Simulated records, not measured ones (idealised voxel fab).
The following process module bears the name voxel capacitor over wiring.
This is section cut - it's 270 nm across, gridded in 5 nm square cells.
Think of the cross-section as a grid of square cells. We describe it in bands, top to bottom, and each band covers one or more rows of those cells. Within each band entry, the heights of the top and of the bottom of the band appear first, in that order and in nm; the materials of the band then follow from left to right, each with its corresponding width in nm. The designation "edge to edge" on a single material indicates that it fills the band from edge to edge; the designation "blank" indicates empty space. The level at which height equals 0 is the one under which the wafer, as it arrives, is entirely one material. No lower edge exists for the bottom band, which continues downward and is notated as in "0..down". A two-number width, for instance "30 to 40", indicates that the width is equal to the first number in the top row of the band and to the second number in the bottom row, and that it changes by a constant amount per row of cells. "no modifications" (step): cross-section cells unchanged, all of them. Closed empty spaces (no open way to the top) of 8 cells or more are what "Enclosed voids" lists, each as width x height at distance from the left edge, nm for all three. Step line, after settings: the simulator's comment on this step. A step line may carry the setting "overlay nm", which, for steps involving a mask, states the distance by which the mask lay to the right of its intended position; negative values denote displacement to the left.

-- plan
1: RECEIVE (material Si)
2: CONFORMAL_DEP (material SiO2; thk nm 15)
3: CONFORMAL_DEP (material SiCN; thk nm 5)
4: DIRECTIONAL_DEP (material SiO2; thk nm 20)
5: PATTERN (tone open; mask id METAL_1; material resist; width nm 30; pitch nm 80; thk nm 20; overlay nm 0)
6: DIRECTIONAL_ETCH (etch materials SiO2; depth nm 20)
7: DIRECTIONAL_ETCH (etch materials SiCN; depth nm 5)
8: STRIP (etch materials resist)
9: CONFORMAL_DEP (material TiN; thk nm 5)
10: FILL_DEP (material Cu; thk nm 5)
11: CMP (height nm 40)
12: EPI (material Ru; thk nm 5)
13: FILL_DEP (material SiCN; thk nm 5)
14: DIRECTIONAL_DEP (material lowk; thk nm 20)
15: PATTERN (tone open; mask id PLUG_1; material resist; width nm 15; thk nm 15; overlay nm 0)
16: DIRECTIONAL_ETCH (etch materials lowk; depth nm 20)
17: DIRECTIONAL_ETCH (etch materials SiCN; depth nm 5)
18: STRIP (etch materials resist)
19: EPI (material Ru; thk nm 10)
20: EPI (material Ru; thk nm 10)
21: EPI (material Ru; thk nm 5)
22: DIRECTIONAL_DEP (material TiN; thk nm 5)
23: DIRECTIONAL_DEP (material Al2O3; thk nm 5)
24: DIRECTIONAL_DEP (material TiN; thk nm 10)
25: DIRECTIONAL_DEP (material aC; thk nm 15)
26: PATTERN (tone cover; mask id UPPER_PLATE; material resist; width nm 55; thk nm 35; overlay nm 0)
27: DIRECTIONAL_ETCH (etch materials aC; depth nm 15)
28: STRIP (etch materials resist)
29: DIRECTIONAL_ETCH (etch materials TiN; depth nm 10)
30: DIRECTIONAL_ETCH (etch materials Al2O3; depth nm 5)
31: STRIP (etch materials aC)
32: MASKED_ETCH (tone cover; mask id LOWER_PLATE; width nm 65; etch materials TiN; depth nm 5; overlay nm 0)
33: FILL_DEP (material SiO2; thk nm 20)
34: CMP (height nm 105)
35: PATTERN (tone open; mask id PLUG_2; material resist; width nm 15; thk nm 15; overlay nm 0)
36: DIRECTIONAL_ETCH (etch materials SiO2; depth nm 15)
37: STRIP (etch materials resist)
38: CONFORMAL_DEP (material TiN; thk nm 5)
39: FILL_DEP (material W; thk nm 10)
40: CMP (height nm 105)
41: CONFORMAL_DEP (material SiN; thk nm 5)
What sets these wafers apart? The thk nm at step 38. They all start alike, and the plan carries the first wafer's value.

-- Cut through the first of several wafers as received, post step 1
  0..down  Si edge to edge
  Enclosed voids: none

-- Below, a row for every wafer. Read it as the end-of-module picture: for each material the wafer shows its cells gained (+) or lost (-) since it was received, and then its closed voids
thk nm 5, +11 Al2O3, +32 Cu, +31 Ru, +131 SiCN, +54 SiN, +653 SiO2, +70 TiN, +2 W, +204 lowk, Enclosed voids: none
thk nm 10, +11 Al2O3, +32 Cu, +31 Ru, +131 SiCN, +54 SiN, +653 SiO2, +72 TiN, +204 lowk, Enclosed voids: none
thk nm 15, +11 Al2O3, +32 Cu, +31 Ru, +131 SiCN, +54 SiN, +653 SiO2, +72 TiN, +204 lowk, Enclosed voids: none
thk nm 20, +11 Al2O3, +32 Cu, +31 Ru, +131 SiCN, +54 SiN, +653 SiO2, +72 TiN, +204 lowk, Enclosed voids: none
